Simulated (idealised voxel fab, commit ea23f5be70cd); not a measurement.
This is a process module. Its name is voxel lift off.
Pictured: cross-section cut, 300 nm wide, on a grid of 5 nm square cells.
In this document a cross-section is written as a grid of square cells. It is given as a series of bands, listed from the top down, and a band is one or more rows of cells. Quick guide to a band line: top height, bottom height (nm) up front; then every material left to right with its width in nm. Only one material and it's marked "edge to edge"? Then it fills the band edge to edge. And "air" just means empty space. It should be noted that heights are counted from 0, beneath which the wafer as supplied is of one material throughout, and that the lowest band possesses no lower boundary but continues downward, as written in "from 0 down". Top row gets the first number, bottom row gets the second, and each row in between changes by the same step: that is how a band width like "30->40" works. You'll sometimes find "no modifications" written for a step, and that's the way of saying that nowhere in the cross-section did a cell change during that step. Closed-off voids of 8+ cells (no open route to the top) go in "Internal closed voids", written width x height at distance from the left edge, in nm. Step line, after settings: the simulator's comment on this step. On any step carrying a mask, the "overlay nm" setting, if present on the step's line, tells how far right of its planned place the mask lay; negative values point to the left.

Planned step list for the process:
1,RECEIVE with material Si
2,CONFORMAL_DEP with material Al2O3, thk nm 10
3,PATTERN with tone open, mask id LINES, material resist, width nm 20, pitch nm 35, thk nm 30, overlay nm 0
4,DIRECTIONAL_DEP with material Ru, thk nm 15
5,STRIP with etch materials resist
6,CONFORMAL_DEP with material SiCN, thk nm 10

Cross-section of the incoming wafer, state after step 1:
> from 0 down | Si edge to edge
> Internal closed voids: none

Module complete, cross-section. Starting point and plan per above. One mistake made in running the module:
> from 40 to 25 | 105 air; 85 SiCN; 110 air
> from 25 to 10 | 120 SiCN; 20 Ru; 15 SiCN; 20 Ru; 125 SiCN
> from 10 to 0 | Al2O3 edge to edge
> from 0 down | Si edge to edge
> Internal closed voids: none
It is concluded that the wafer was processed incorrectly with respect to the plan, in that the process deviated at step 6: the operation and settings actually run there were CONFORMAL_DEP with material SiCN, thk nm 15
